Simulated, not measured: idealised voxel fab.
process module | voxel transistor to metal
cross-section cut | 190 nm wide | cells 5 nm
A cross-section is a grid of square cells, given in bands from the top down. A band is one or more rows of cells.
Each band's line starts with the height of the band's top and of its bottom, in nm. Then come its materials from left to right, each with its width in nm. One material with "throughout" fills the band from edge to edge. "air" is empty space.
Height 0 is the level under which the wafer as received is all one material. The lowest band goes on downwards, as in "0 down".
A width such as "30 to 40" changes by the same amount from each row of cells to the next, from the band's top row to its bottom row.
"no change" after a step means that no cell of the cross-section changed.
closed voids: empty space of 8 cells or more with no open way to the top, each as width x height at its distance from the left edge, in nm
after a step's settings: what the simulator itself notes on the step
overlay nm, on a step with a mask: how far to the right of its planned place the mask lay; to the left if negative
Each pair below shows a cross-section before one step and the cross-section after it, down to the lowest band that changed. The line under each pair gives the step between them, with its settings. The pairs can come from different runs of this module on the same starting wafer, so a pair continues from the pair above only where its "before" says so.
before
  0 down: Si throughout
  closed voids: none
after
  0 to -5: SiO2 throughout
  below -5: unchanged
  closed voids: none
the step between: op OXIDIZE | depth nm 5
before: the cross-section after the pair above
after
  15 to 0: SiN throughout
  below 0: unchanged
  closed voids: none
the step between: op CONFORMAL_DEP | material SiN | thk nm 15
before: the cross-section after the pair above
after
  25 to 15: aC throughout
  below 15: unchanged
  closed voids: none
the step between: op DIRECTIONAL_DEP | material aC | thk nm 10
before: the cross-section after the pair above
after
  55 to 25: air 40 | resist 110 | air 40
  below 25: unchanged
  closed voids: none
the step between: op PATTERN | tone cover | mask id ACTIVE | material resist | width nm 110 | thk nm 30 | overlay nm 0
before: the cross-section after the pair above
after
  45 to 25: air 40 | resist 110 | air 40
  25 to 15: air 40 | aC 110 | air 40
  below 15: unchanged
  closed voids: none
the step between: op DIRECTIONAL_ETCH | etch materials aC | depth nm 10
before: the cross-section after the pair above
after
  25 to 15: air 40 | aC 110 | air 40
  below 15: unchanged
  closed voids: none
the step between: op STRIP | etch materials resist
before: the cross-section after the pair above
after
  25 to 15: air 40 | aC 110 | air 40
  15 to 0: air 40 | SiN 110 | air 40
  below 0: unchanged
  closed voids: none
the step between: op DIRECTIONAL_ETCH | etch materials SiN | depth nm 15
before: the cross-section after the pair above
after
  25 to 15: air 40 | aC 110 | air 40
  15 to 0: air 40 | SiN 110 | air 40
  0 to -5: air 40 | SiO2 110 | air 40
  below -5: unchanged
  closed voids: none
the step between: op DIRECTIONAL_ETCH | etch materials SiO2 | depth nm 5
before: the cross-section after the pair above
after
  25 to 15: air 40 | aC 110 | air 40
  15 to 0: air 40 | SiN 110 | air 40
  0 to -5: air 40 | SiO2 110 | air 40
  -5 to -30: air 40 | Si 110 | air 40
  below -30: unchanged
  closed voids: none
the step between: op DIRECTIONAL_ETCH | etch materials Si | depth nm 25
before: the cross-section after the pair above
after
  15 to 0: air 40 | SiN 110 | air 40
  below 0: unchanged
  closed voids: none
the step between: op STRIP | etch materials aC
before: the cross-section after the pair above
after
  15 to 0: air 40 | SiN 110 | air 40
  0 to -5: air 40 | SiO2 110 | air 40
  -5 to -30: air 40 | SiO2 5 | Si 100 | SiO2 5 | air 40
  -30 to -35: SiO2 45 | Si 100 | SiO2 45
  below -35: unchanged
  closed voids: none
the step between: op OXIDIZE | depth nm 5
before: the cross-section after the pair above
after
  25 to 15: SiO2 throughout
  15 to 0: SiO2 40 | SiN 110 | SiO2 40
  0 to -5: SiO2 throughout
  -5 to -35: SiO2 45 | Si 100 | SiO2 45
  below -35: unchanged
  closed voids: none
the step between: op FILL_DEP | material SiO2 | thk nm 10
before: the cross-section after the pair above
after
  15 to 0: SiO2 40 | SiN 110 | SiO2 40
  below 0: unchanged
  closed voids: none
the step between: op CMP | height nm 15
before: the cross-section after the pair above
after
  15 to 5: air 40 | SiN 110 | air 40
  below 5: unchanged
  closed voids: none
the step between: op SELECTIVE_ETCH | etch materials SiO2 | depth nm 10
before: the cross-section after the pair above
after
  5 to 0: SiO2 40 | air 110 | SiO2 40
  below 0: unchanged
  closed voids: none
the step between: op STRIP | etch materials SiN
before: the cross-section after the pair above
after
  0 to -5: SiO2 35 | air 120 | SiO2 35
  below -5: unchanged
  closed voids: none
the step between: op SELECTIVE_ETCH | etch materials SiO2 | depth nm 5
before: the cross-section after the pair above
after
  0 to -5: SiO2 35 | air 120 | SiO2 35
  -5 to -10: SiO2 throughout
  below -10: unchanged
  closed voids: none
the step between: op OXIDIZE | depth nm 5
before: the cross-section after the pair above
after
  20 to 15: polySi 35 | air 120 | polySi 35
  15 to 0: polySi throughout
  0 to -5: SiO2 35 | polySi 120 | SiO2 35
  below -5: unchanged
  closed voids: none
the step between: op DIRECTIONAL_DEP | material polySi | thk nm 20
before: the cross-section after the pair above
after
  35 to 30: SiCN 35 | air 120 | SiCN 35
  30 to 20: SiCN throughout
  20 to 15: polySi 35 | SiCN 120 | polySi 35
  below 15: unchanged
  closed voids: none
the step between: op DIRECTIONAL_DEP | material SiCN | thk nm 15
before: the cross-section after the pair above
after
  50 to 35: air 85 | resist 20 | air 85
  35 to 30: SiCN 35 | air 50 | resist 20 | air 50 | SiCN 35
  below 30: unchanged
  closed voids: none
the step between: op PATTERN | tone cover | mask id GATE | material resist | width nm 20 | thk nm 15 | overlay nm 0
before: the cross-section after the pair above
after
  50 to 30: air 85 | resist 20 | air 85
  30 to 20: air 85 | SiCN 20 | air 85
  20 to 15: polySi 35 | air 50 | SiCN 20 | air 50 | polySi 35
  below 15: unchanged
  closed voids: none
the step between: op DIRECTIONAL_ETCH | etch materials SiCN | depth nm 25
before: the cross-section after the pair above
after
  50 to 30: air 85 | resist 20 | air 85
  30 to 15: air 85 | SiCN 20 | air 85
  15 to 0: air 85 | polySi 20 | air 85
  0 to -5: SiO2 35 | air 50 | polySi 20 | air 50 | SiO2 35
  below -5: unchanged
  closed voids: none
the step between: op DIRECTIONAL_ETCH | etch materials polySi | depth nm 30
before: the cross-section after the pair above
after
  30 to 15: air 85 | SiCN 20 | air 85
  below 15: unchanged
  closed voids: none
the step between: op STRIP | etch materials resist
before: the cross-section after the pair above
after
  35 to 30: air 80 | SiN 30 | air 80
  30 to 15: air 80 | SiN 5 | SiCN 20 | SiN 5 | air 80
  15 to 5: air 80 | SiN 5 | polySi 20 | SiN 5 | air 80
  5 to 0: SiN 40 | air 40 | SiN 5 | polySi 20 | SiN 5 | air 40 | SiN 40
  0 to -5: SiO2 35 | SiN 50 | polySi 20 | SiN 50 | SiO2 35
  below -5: unchanged
  closed voids: none
the step between: op CONFORMAL_DEP | material SiN | thk nm 5
before: the cross-section after the pair above
after
  30 to 15: air 80 | SiN 5 | SiCN 20 | SiN 5 | air 80
  15 to 0: air 80 | SiN 5 | polySi 20 | SiN 5 | air 80
  0 to -5: SiO2 35 | SiN 5 | air 40 | SiN 5 | polySi 20 | SiN 5 | air 40 | SiN 5 | SiO2 35
  below -5: unchanged
  closed voids: none
the step between: op DIRECTIONAL_ETCH | etch materials SiN | depth nm 5
before: the cross-section after the pair above
after
  30 to 15: air 80 | SiN 5 | SiCN 20 | SiN 5 | air 80
  15 to 0: air 80 | SiN 5 | polySi 20 | SiN 5 | air 80
  0 to -5: air 35 | SiN 5 | air 40 | SiN 5 | polySi 20 | SiN 5 | air 40 | SiN 5 | air 35
  -5 to -10: SiO2 40 | air 40 | SiO2 30 | air 40 | SiO2 40
  below -10: unchanged
  closed voids: none
the step between: op DIRECTIONAL_ETCH | etch materials SiO2 | depth nm 5
before: the cross-section after the pair above
after
  30 to 15: air 80 | SiN 5 | SiCN 20 | SiN 5 | air 80
  15 to 0: air 80 | SiN 5 | polySi 20 | SiN 5 | air 80
  0 to -5: air 35 | SiN 5 | air 40 | SiN 5 | polySi 20 | SiN 5 | air 40 | SiN 5 | air 35
  -5 to -10: SiO2 40 | pSi 40 | SiO2 30 | pSi 40 | SiO2 40
  below -10: unchanged
  closed voids: none
the step between: op EPI | material pSi | thk nm 5
before: the cross-section after the pair above
after
  40 to 30: SiO2 throughout
  30 to 15: SiO2 80 | SiN 5 | SiCN 20 | SiN 5 | SiO2 80
  15 to 0: SiO2 80 | SiN 5 | polySi 20 | SiN 5 | SiO2 80
  0 to -5: SiO2 35 | SiN 5 | SiO2 40 | SiN 5 | polySi 20 | SiN 5 | SiO2 40 | SiN 5 | SiO2 35
  below -5: unchanged
  closed voids: none
the step between: op FILL_DEP | material SiO2 | thk nm 10
before: the cross-section after the pair above
after
  30 to 15: SiO2 80 | SiN 5 | SiCN 20 | SiN 5 | SiO2 80
  below 15: unchanged
  closed voids: none
the step between: op CMP | height nm 30
before: the cross-section after the pair above
after
  45 to 30: SiO2 throughout
  below 30: unchanged
  closed voids: none
the step between: op DIRECTIONAL_DEP | material SiO2 | thk nm 15
before: the cross-section after the pair above
after
  60 to 45: aC throughout
  below 45: unchanged
  closed voids: none
the step between: op DIRECTIONAL_DEP | material aC | thk nm 15
before: the cross-section after the pair above
after
  95 to 60: resist 45 | air 35 | resist 30 | air 35 | resist 45
  below 60: unchanged
  closed voids: none
the step between: op PATTERN | tone open | mask id CONTACT | material resist | width nm 35 | pitch nm 65 | thk nm 35 | overlay nm 0
before: the cross-section after the pair above
after
  80 to 60: resist 45 | air 35 | resist 30 | air 35 | resist 45
  60 to 45: aC 45 | air 35 | aC 30 | air 35 | aC 45
  below 45: unchanged
  closed voids: none
the step between: op DIRECTIONAL_ETCH | etch materials aC | depth nm 15
before: the cross-section after the pair above
after
  60 to 45: aC 45 | air 35 | aC 30 | air 35 | aC 45
  below 45: unchanged
  closed voids: none
the step between: op STRIP | etch materials resist
before: the cross-section after the pair above
after
  60 to 45: aC 45 | air 35 | aC 30 | air 35 | aC 45
  45 to 30: SiO2 45 | air 35 | SiO2 30 | air 35 | SiO2 45
  30 to 15: SiO2 45 | air 35 | SiN 5 | SiCN 20 | SiN 5 | air 35 | SiO2 45
  15 to 0: SiO2 45 | air 35 | SiN 5 | polySi 20 | SiN 5 | air 35 | SiO2 45
  0 to -5: SiO2 35 | SiN 5 | SiO2 5 | air 35 | SiN 5 | polySi 20 | SiN 5 | air 35 | SiO2 5 | SiN 5 | SiO2 35
  below -5: unchanged
  closed voids: none
the step between: op DIRECTIONAL_ETCH | etch materials SiO2 | depth nm 50
before: the cross-section after the pair above
after
  45 to 30: SiO2 45 | air 35 | SiO2 30 | air 35 | SiO2 45
  below 30: unchanged
  closed voids: none
the step between: op STRIP | etch materials aC
before: the cross-section after the pair above
after
  50 to 45: TiN 50 | air 25 | TiN 40 | air 25 | TiN 50
  45 to 30: SiO2 45 | TiN 5 | air 25 | TiN 5 | SiO2 30 | TiN 5 | air 25 | TiN 5 | SiO2 45
  30 to 15: SiO2 45 | TiN 5 | air 25 | TiN 5 | SiN 5 | SiCN 20 | SiN 5 | TiN 5 | air 25 | TiN 5 | SiO2 45
  15 to 0: SiO2 45 | TiN 5 | air 25 | TiN 5 | SiN 5 | polySi 20 | SiN 5 | TiN 5 | air 25 | TiN 5 | SiO2 45
  0 to -5: SiO2 35 | SiN 5 | SiO2 5 | TiN 35 | SiN 5 | polySi 20 | SiN 5 | TiN 35 | SiO2 5 | SiN 5 | SiO2 35
  below -5: unchanged
  closed voids: none
the step between: op CONFORMAL_DEP | material TiN | thk nm 5
before: the cross-section after the pair above
after
  60 to 50: Ru throughout
  50 to 45: TiN 50 | Ru 25 | TiN 40 | Ru 25 | TiN 50
  45 to 30: SiO2 45 | TiN 5 | Ru 25 | TiN 5 | SiO2 30 | TiN 5 | Ru 25 | TiN 5 | SiO2 45
  30 to 15: SiO2 45 | TiN 5 | Ru 25 | TiN 5 | SiN 5 | SiCN 20 | SiN 5 | TiN 5 | Ru 25 | TiN 5 | SiO2 45
  15 to 0: SiO2 45 | TiN 5 | Ru 25 | TiN 5 | SiN 5 | polySi 20 | SiN 5 | TiN 5 | Ru 25 | TiN 5 | SiO2 45
  below 0: unchanged
  closed voids: none
the step between: op FILL_DEP | material Ru | thk nm 10
before: the cross-section after the pair above
after
  45 to 30: SiO2 45 | TiN 5 | Ru 25 | TiN 5 | SiO2 30 | TiN 5 | Ru 25 | TiN 5 | SiO2 45
  below 30: unchanged
  closed voids: none
the step between: op CMP | height nm 45
before: the cross-section after the pair above
after
  50 to 45: SiCN throughout
  below 45: unchanged
  closed voids: none
the step between: op CONFORMAL_DEP | material SiCN | thk nm 5
before: the cross-section after the pair above
after
  75 to 50: lowk throughout
  below 50: unchanged
  closed voids: none
the step between: op DIRECTIONAL_DEP | material lowk | thk nm 25
before: the cross-section after the pair above
after
  85 to 75: aC throughout
  below 75: unchanged
  closed voids: none
the step between: op DIRECTIONAL_DEP | material aC | thk nm 10
before: the cross-section after the pair above
after
  110 to 85: resist 45 | air 20 | resist 60 | air 20 | resist 45
  below 85: unchanged
  closed voids: none
the step between: op PATTERN | tone open | mask id METAL_1 | material resist | width nm 20 | pitch nm 80 | thk nm 25 | overlay nm 0
before: the cross-section after the pair above
after
  100 to 85: resist 45 | air 20 | resist 60 | air 20 | resist 45
  85 to 75: aC 45 | air 20 | aC 60 | air 20 | aC 45
  below 75: unchanged
  closed voids: none
the step between: op DIRECTIONAL_ETCH | etch materials aC | depth nm 10
before: the cross-section after the pair above
after
  85 to 75: aC 45 | air 20 | aC 60 | air 20 | aC 45
  below 75: unchanged
  closed voids: none
the step between: op STRIP | etch materials resist
before: the cross-section after the pair above
after
  85 to 75: aC 45 | air 20 | aC 60 | air 20 | aC 45
  75 to 50: lowk 45 | air 20 | lowk 60 | air 20 | lowk 45
  below 50: unchanged
  closed voids: none
the step between: op DIRECTIONAL_ETCH | etch materials lowk | depth nm 25
before: the cross-section after the pair above
after
  85 to 75: aC 45 | air 20 | aC 60 | air 20 | aC 45
  75 to 50: lowk 45 | air 20 | lowk 60 | air 20 | lowk 45
  50 to 45: SiCN 45 | air 20 | SiCN 60 | air 20 | SiCN 45
  below 45: unchanged
  closed voids: none
the step between: op DIRECTIONAL_ETCH | etch materials SiCN | depth nm 5
before: the cross-section after the pair above
after
  75 to 50: lowk 45 | air 20 | lowk 60 | air 20 | lowk 45
  below 50: unchanged
  closed voids: none
the step between: op STRIP | etch materials aC
before: the cross-section after the pair above
after
  80 to 75: TiN 50 | air 10 | TiN 70 | air 10 | TiN 50
  75 to 50: lowk 45 | TiN 5 | air 10 | TiN 5 | lowk 60 | TiN 5 | air 10 | TiN 5 | lowk 45
  50 to 45: SiCN 45 | TiN 20 | SiCN 60 | TiN 20 | SiCN 45
  below 45: unchanged
  closed voids: none
the step between: op CONFORMAL_DEP | material TiN | thk nm 5
before: the cross-section after the pair above
after
  85 to 80: Cu throughout
  80 to 75: TiN 50 | Cu 10 | TiN 70 | Cu 10 | TiN 50
  75 to 50: lowk 45 | TiN 5 | Cu 10 | TiN 5 | lowk 60 | TiN 5 | Cu 10 | TiN 5 | lowk 45
  below 50: unchanged
  closed voids: none
the step between: op FILL_DEP | material Cu | thk nm 5
before: the cross-section after the pair above
after
  75 to 50: lowk 45 | TiN 5 | Cu 10 | TiN 5 | lowk 60 | TiN 5 | Cu 10 | TiN 5 | lowk 45
  below 50: unchanged
  closed voids: none
the step between: op CMP | height nm 75
before: the cross-section after the pair above
after
  80 to 75: SiCN throughout
  below 75: unchanged
  closed voids: none
the step between: op CONFORMAL_DEP | material SiCN | thk nm 5
before
  60 to 50: Ru throughout
  50 to 45: TiN 50 | Ru 25 | TiN 40 | Ru 25 | TiN 50
  45 to 30: SiO2 45 | TiN 5 | Ru 25 | TiN 5 | SiO2 30 | TiN 5 | Ru 25 | TiN 5 | SiO2 45
  30 to 15: SiO2 45 | TiN 5 | Ru 25 | TiN 5 | SiN 5 | SiCN 20 | SiN 5 | TiN 5 | Ru 25 | TiN 5 | SiO2 45
  15 to 0: SiO2 45 | TiN 5 | Ru 25 | TiN 5 | SiN 5 | polySi 20 | SiN 5 | TiN 5 | Ru 25 | TiN 5 | SiO2 45
  0 to -5: SiO2 35 | SiN 5 | SiO2 5 | TiN 35 | SiN 5 | polySi 20 | SiN 5 | TiN 35 | SiO2 5 | SiN 5 | SiO2 35
  -5 to -10: SiO2 40 | pSi 40 | SiO2 30 | pSi 40 | SiO2 40
  -10 to -35: SiO2 45 | Si 100 | SiO2 45
  -35 down: Si throughout
  closed voids: none
after
  65 to 60: SiCN throughout
  below 60: unchanged
  closed voids: none
the step between: op CONFORMAL_DEP | material SiCN | thk nm 5
before: the cross-section after the pair above
after
  90 to 65: lowk throughout
  below 65: unchanged
  closed voids: none
the step between: op DIRECTIONAL_DEP | material lowk | thk nm 25
before: the cross-section after the pair above
after
  100 to 90: aC throughout
  below 90: unchanged
  closed voids: none
the step between: op DIRECTIONAL_DEP | material aC | thk nm 10
before: the cross-section after the pair above
after
  125 to 100: resist 45 | air 20 | resist 60 | air 20 | resist 45
  below 100: unchanged
  closed voids: none
the step between: op PATTERN | tone open | mask id METAL_1 | material resist | width nm 20 | pitch nm 80 | thk nm 25 | overlay nm 0
before: the cross-section after the pair above
after
  115 to 100: resist 45 | air 20 | resist 60 | air 20 | resist 45
  100 to 90: aC 45 | air 20 | aC 60 | air 20 | aC 45
  below 90: unchanged
  closed voids: none
the step between: op DIRECTIONAL_ETCH | etch materials aC | depth nm 10
before: the cross-section after the pair above
after
  100 to 90: aC 45 | air 20 | aC 60 | air 20 | aC 45
  below 90: unchanged
  closed voids: none
the step between: op STRIP | etch materials resist
before: the cross-section after the pair above
after
  100 to 90: aC 45 | air 20 | aC 60 | air 20 | aC 45
  90 to 65: lowk 45 | air 20 | lowk 60 | air 20 | lowk 45
  below 65: unchanged
  closed voids: none
the step between: op DIRECTIONAL_ETCH | etch materials lowk | depth nm 25
before: the cross-section after the pair above
after
  100 to 90: aC 45 | air 20 | aC 60 | air 20 | aC 45
  90 to 65: lowk 45 | air 20 | lowk 60 | air 20 | lowk 45
  65 to 60: SiCN 45 | air 20 | SiCN 60 | air 20 | SiCN 45
  below 60: unchanged
  closed voids: none
the step between: op DIRECTIONAL_ETCH | etch materials SiCN | depth nm 5
before: the cross-section after the pair above
after
  90 to 65: lowk 45 | air 20 | lowk 60 | air 20 | lowk 45
  below 65: unchanged
  closed voids: none
the step between: op STRIP | etch materials aC
before: the cross-section after the pair above
after
  95 to 90: TiN 50 | air 10 | TiN 70 | air 10 | TiN 50
  90 to 65: lowk 45 | TiN 5 | air 10 | TiN 5 | lowk 60 | TiN 5 | air 10 | TiN 5 | lowk 45
  65 to 60: SiCN 45 | TiN 20 | SiCN 60 | TiN 20 | SiCN 45
  below 60: unchanged
  closed voids: none
the step between: op CONFORMAL_DEP | material TiN | thk nm 5
before: the cross-section after the pair above
after
  100 to 95: Cu throughout
  95 to 90: TiN 50 | Cu 10 | TiN 70 | Cu 10 | TiN 50
  90 to 65: lowk 45 | TiN 5 | Cu 10 | TiN 5 | lowk 60 | TiN 5 | Cu 10 | TiN 5 | lowk 45
  below 65: unchanged
  closed voids: none
the step between: op FILL_DEP | material Cu | thk nm 5
before: the cross-section after the pair above
after
  75 to 65: lowk 45 | TiN 5 | Cu 10 | TiN 5 | lowk 60 | TiN 5 | Cu 10 | TiN 5 | lowk 45
  below 65: unchanged
  closed voids: none
the step between: op CMP | height nm 75
before: the cross-section after the pair above
after
  80 to 75: SiCN throughout
  below 75: unchanged
  closed voids: none
the step between: op CONFORMAL_DEP | material SiCN | thk nm 5
before
  45 to 30: SiO2 throughout
  30 to 15: SiO2 80 | SiN 5 | SiCN 20 | SiN 5 | SiO2 80
  15 to 0: SiO2 80 | SiN 5 | polySi 20 | SiN 5 | SiO2 80
  0 to -5: SiO2 35 | SiN 5 | SiO2 40 | SiN 5 | polySi 20 | SiN 5 | SiO2 40 | SiN 5 | SiO2 35
  -5 to -10: SiO2 40 | pSi 40 | SiO2 30 | pSi 40 | SiO2 40
  -10 to -35: SiO2 45 | Si 100 | SiO2 45
  -35 down: Si throughout
  closed voids: none
after
  60 to 30: SiO2 throughout
  below 30: unchanged
  closed voids: none
the step between: op DIRECTIONAL_DEP | material SiO2 | thk nm 15
before: the cross-section after the pair above
after
  75 to 60: aC throughout
  below 60: unchanged
  closed voids: none
the step between: op DIRECTIONAL_DEP | material aC | thk nm 15
before: the cross-section after the pair above
after
  110 to 75: resist 45 | air 35 | resist 30 | air 35 | resist 45
  below 75: unchanged
  closed voids: none
the step between: op PATTERN | tone open | mask id CONTACT | material resist | width nm 35 | pitch nm 65 | thk nm 35 | overlay nm 0
before: the cross-section after the pair above
after
  95 to 75: resist 45 | air 35 | resist 30 | air 35 | resist 45
  75 to 60: aC 45 | air 35 | aC 30 | air 35 | aC 45
  below 60: unchanged
  closed voids: none
the step between: op DIRECTIONAL_ETCH | etch materials aC | depth nm 15
before: the cross-section after the pair above
after
  75 to 60: aC 45 | air 35 | aC 30 | air 35 | aC 45
  below 60: unchanged
  closed voids: none
the step between: op STRIP | etch materials resist
before: the cross-section after the pair above
after
  75 to 60: aC 45 | air 35 | aC 30 | air 35 | aC 45
  60 to 30: SiO2 45 | air 35 | SiO2 30 | air 35 | SiO2 45
  30 to 15: SiO2 45 | air 35 | SiN 5 | SiCN 20 | SiN 5 | air 35 | SiO2 45
  15 to 10: SiO2 45 | air 35 | SiN 5 | polySi 20 | SiN 5 | air 35 | SiO2 45
  below 10: unchanged
  closed voids: none
the step between: op DIRECTIONAL_ETCH | etch materials SiO2 | depth nm 50
before: the cross-section after the pair above
after
  60 to 30: SiO2 45 | air 35 | SiO2 30 | air 35 | SiO2 45
  below 30: unchanged
  closed voids: none
the step between: op STRIP | etch materials aC
before: the cross-section after the pair above
after
  65 to 60: TiN 50 | air 25 | TiN 40 | air 25 | TiN 50
  60 to 30: SiO2 45 | TiN 5 | air 25 | TiN 5 | SiO2 30 | TiN 5 | air 25 | TiN 5 | SiO2 45
  30 to 15: SiO2 45 | TiN 5 | air 25 | TiN 5 | SiN 5 | SiCN 20 | SiN 5 | TiN 5 | air 25 | TiN 5 | SiO2 45
  15 to 10: SiO2 45 | TiN 35 | SiN 5 | polySi 20 | SiN 5 | TiN 35 | SiO2 45
  below 10: unchanged
  closed voids: none
the step between: op CONFORMAL_DEP | material TiN | thk nm 5
before: the cross-section after the pair above
after
  75 to 65: Ru throughout
  65 to 60: TiN 50 | Ru 25 | TiN 40 | Ru 25 | TiN 50
  60 to 30: SiO2 45 | TiN 5 | Ru 25 | TiN 5 | SiO2 30 | TiN 5 | Ru 25 | TiN 5 | SiO2 45
  30 to 15: SiO2 45 | TiN 5 | Ru 25 | TiN 5 | SiN 5 | SiCN 20 | SiN 5 | TiN 5 | Ru 25 | TiN 5 | SiO2 45
  below 15: unchanged
  closed voids: none
the step between: op FILL_DEP | material Ru | thk nm 10
before: the cross-section after the pair above
after
  45 to 30: SiO2 45 | TiN 5 | Ru 25 | TiN 5 | SiO2 30 | TiN 5 | Ru 25 | TiN 5 | SiO2 45
  below 30: unchanged
  closed voids: none
the step between: op CMP | height nm 45
before: the cross-section after the pair above
after
  50 to 45: SiCN throughout
  below 45: unchanged
  closed voids: none
the step between: op CONFORMAL_DEP | material SiCN | thk nm 5
before: the cross-section after the pair above
after
  75 to 50: lowk throughout
  below 50: unchanged
  closed voids: none
the step between: op DIRECTIONAL_DEP | material lowk | thk nm 25
before: the cross-section after the pair above
after
  85 to 75: aC throughout
  below 75: unchanged
  closed voids: none
the step between: op DIRECTIONAL_DEP | material aC | thk nm 10
before: the cross-section after the pair above
after
  110 to 85: resist 45 | air 20 | resist 60 | air 20 | resist 45
  below 85: unchanged
  closed voids: none
the step between: op PATTERN | tone open | mask id METAL_1 | material resist | width nm 20 | pitch nm 80 | thk nm 25 | overlay nm 0
before: the cross-section after the pair above
after
  100 to 85: resist 45 | air 20 | resist 60 | air 20 | resist 45
  85 to 75: aC 45 | air 20 | aC 60 | air 20 | aC 45
  below 75: unchanged
  closed voids: none
the step between: op DIRECTIONAL_ETCH | etch materials aC | depth nm 10
before: the cross-section after the pair above
after
  85 to 75: aC 45 | air 20 | aC 60 | air 20 | aC 45
  below 75: unchanged
  closed voids: none
the step between: op STRIP | etch materials resist
before: the cross-section after the pair above
after
  85 to 75: aC 45 | air 20 | aC 60 | air 20 | aC 45
  75 to 50: lowk 45 | air 20 | lowk 60 | air 20 | lowk 45
  below 50: unchanged
  closed voids: none
the step between: op DIRECTIONAL_ETCH | etch materials lowk | depth nm 25
before: the cross-section after the pair above
after
  85 to 75: aC 45 | air 20 | aC 60 | air 20 | aC 45
  75 to 50: lowk 45 | air 20 | lowk 60 | air 20 | lowk 45
  50 to 45: SiCN 45 | air 20 | SiCN 60 | air 20 | SiCN 45
  below 45: unchanged
  closed voids: none
the step between: op DIRECTIONAL_ETCH | etch materials SiCN | depth nm 5
before: the cross-section after the pair above
after
  75 to 50: lowk 45 | air 20 | lowk 60 | air 20 | lowk 45
  below 50: unchanged
  closed voids: none
the step between: op STRIP | etch materials aC
before: the cross-section after the pair above
after
  80 to 75: TiN 50 | air 10 | TiN 70 | air 10 | TiN 50
  75 to 50: lowk 45 | TiN 5 | air 10 | TiN 5 | lowk 60 | TiN 5 | air 10 | TiN 5 | lowk 45
  50 to 45: SiCN 45 | TiN 20 | SiCN 60 | TiN 20 | SiCN 45
  below 45: unchanged
  closed voids: none
the step between: op CONFORMAL_DEP | material TiN | thk nm 5
before: the cross-section after the pair above
after
  85 to 80: Cu throughout
  80 to 75: TiN 50 | Cu 10 | TiN 70 | Cu 10 | TiN 50
  75 to 50: lowk 45 | TiN 5 | Cu 10 | TiN 5 | lowk 60 | TiN 5 | Cu 10 | TiN 5 | lowk 45
  below 50: unchanged
  closed voids: none
the step between: op FILL_DEP | material Cu | thk nm 5
before: the cross-section after the pair above
after
  75 to 50: lowk 45 | TiN 5 | Cu 10 | TiN 5 | lowk 60 | TiN 5 | Cu 10 | TiN 5 | lowk 45
  below 50: unchanged
  closed voids: none
the step between: op CMP | height nm 75
before: the cross-section after the pair above
after
  80 to 75: SiCN throughout
  below 75: unchanged
  closed voids: none
the step between: op CONFORMAL_DEP | material SiCN | thk nm 5
before
  45 to 30: SiO2 45 | TiN 5 | Ru 25 | TiN 5 | SiO2 30 | TiN 5 | Ru 25 | TiN 5 | SiO2 45
  30 to 15: SiO2 45 | TiN 5 | Ru 25 | TiN 5 | SiN 5 | SiCN 20 | SiN 5 | TiN 5 | Ru 25 | TiN 5 | SiO2 45
  15 to 0: SiO2 45 | TiN 5 | Ru 25 | TiN 5 | SiN 5 | polySi 20 | SiN 5 | TiN 5 | Ru 25 | TiN 5 | SiO2 45
  0 to -5: SiO2 35 | SiN 5 | SiO2 5 | TiN 35 | SiN 5 | polySi 20 | SiN 5 | TiN 35 | SiO2 5 | SiN 5 | SiO2 35
  -5 to -10: SiO2 40 | pSi 40 | SiO2 30 | pSi 40 | SiO2 40
  -10 to -35: SiO2 45 | Si 100 | SiO2 45
  -35 down: Si throughout
  closed voids: none
after
  70 to 45: lowk throughout
  below 45: unchanged
  closed voids: none
the step between: op DIRECTIONAL_DEP | material lowk | thk nm 25
before: the cross-section after the pair above
after
  75 to 70: SiCN throughout
  below 70: unchanged
  closed voids: none
the step between: op CONFORMAL_DEP | material SiCN | thk nm 5
before: the cross-section after the pair above
after
  85 to 75: aC throughout
  below 75: unchanged
  closed voids: none
the step between: op DIRECTIONAL_DEP | material aC | thk nm 10
before: the cross-section after the pair above
after
  110 to 85: resist 45 | air 20 | resist 60 | air 20 | resist 45
  below 85: unchanged
  closed voids: none
the step between: op PATTERN | tone open | mask id METAL_1 | material resist | width nm 20 | pitch nm 80 | thk nm 25 | overlay nm 0
before: the cross-section after the pair above
after
  100 to 85: resist 45 | air 20 | resist 60 | air 20 | resist 45
  85 to 75: aC 45 | air 20 | aC 60 | air 20 | aC 45
  below 75: unchanged
  closed voids: none
the step between: op DIRECTIONAL_ETCH | etch materials aC | depth nm 10
before: the cross-section after the pair above
after
  85 to 75: aC 45 | air 20 | aC 60 | air 20 | aC 45
  below 75: unchanged
  closed voids: none
the step between: op STRIP | etch materials resist
before: the cross-section after the pair above
after
  85 to 75: aC 45 | air 20 | aC 60 | air 20 | aC 45
  75 to 70: SiCN 45 | air 20 | SiCN 60 | air 20 | SiCN 45
  below 70: unchanged
  closed voids: none
the step between: op DIRECTIONAL_ETCH | etch materials SiCN | depth nm 5
before: the cross-section after the pair above
after
  75 to 70: SiCN 45 | air 20 | SiCN 60 | air 20 | SiCN 45
  below 70: unchanged
  closed voids: none
the step between: op STRIP | etch materials aC
before: the cross-section after the pair above
after
  80 to 75: TiN 50 | air 10 | TiN 70 | air 10 | TiN 50
  75 to 70: SiCN 45 | TiN 20 | SiCN 60 | TiN 20 | SiCN 45
  below 70: unchanged
  closed voids: none
the step between: op CONFORMAL_DEP | material TiN | thk nm 5
before: the cross-section after the pair above
after
  85 to 80: Cu throughout
  80 to 75: TiN 50 | Cu 10 | TiN 70 | Cu 10 | TiN 50
  below 75: unchanged
  closed voids: none
the step between: op FILL_DEP | material Cu | thk nm 5
before: the cross-section after the pair above
after
  75 to 70: SiCN 45 | TiN 20 | SiCN 60 | TiN 20 | SiCN 45
  below 70: unchanged
  closed voids: none
the step between: op CMP | height nm 75
before: the cross-section after the pair above
after
  80 to 75: SiCN throughout
  below 75: unchanged
  closed voids: none
the step between: op CONFORMAL_DEP | material SiCN | thk nm 5
before
  25 to 15: air 40 | aC 110 | air 40
  15 to 0: air 40 | SiN 110 | air 40
  0 to -5: air 40 | SiO2 110 | air 40
  -5 down: Si throughout
  closed voids: none
after
  25 to 15: air 40 | aC 110 | air 40
  15 to 0: air 40 | SiN 110 | air 40
  0 to -5: air 40 | SiO2 110 | air 40
  -5 to -35: air 40 | Si 110 | air 40
  below -35: unchanged
  closed voids: none
the step between: op DIRECTIONAL_ETCH | etch materials Si | depth nm 30
before: the cross-section after the pair above
after
  15 to 0: air 40 | SiN 110 | air 40
  below 0: unchanged
  closed voids: none
the step between: op STRIP | etch materials aC
before: the cross-section after the pair above
after
  15 to 0: air 40 | SiN 110 | air 40
  0 to -5: air 40 | SiO2 110 | air 40
  -5 to -35: air 40 | SiO2 5 | Si 100 | SiO2 5 | air 40
  -35 to -40: SiO2 45 | Si 100 | SiO2 45
  below -40: unchanged
  closed voids: none
the step between: op OXIDIZE | depth nm 5
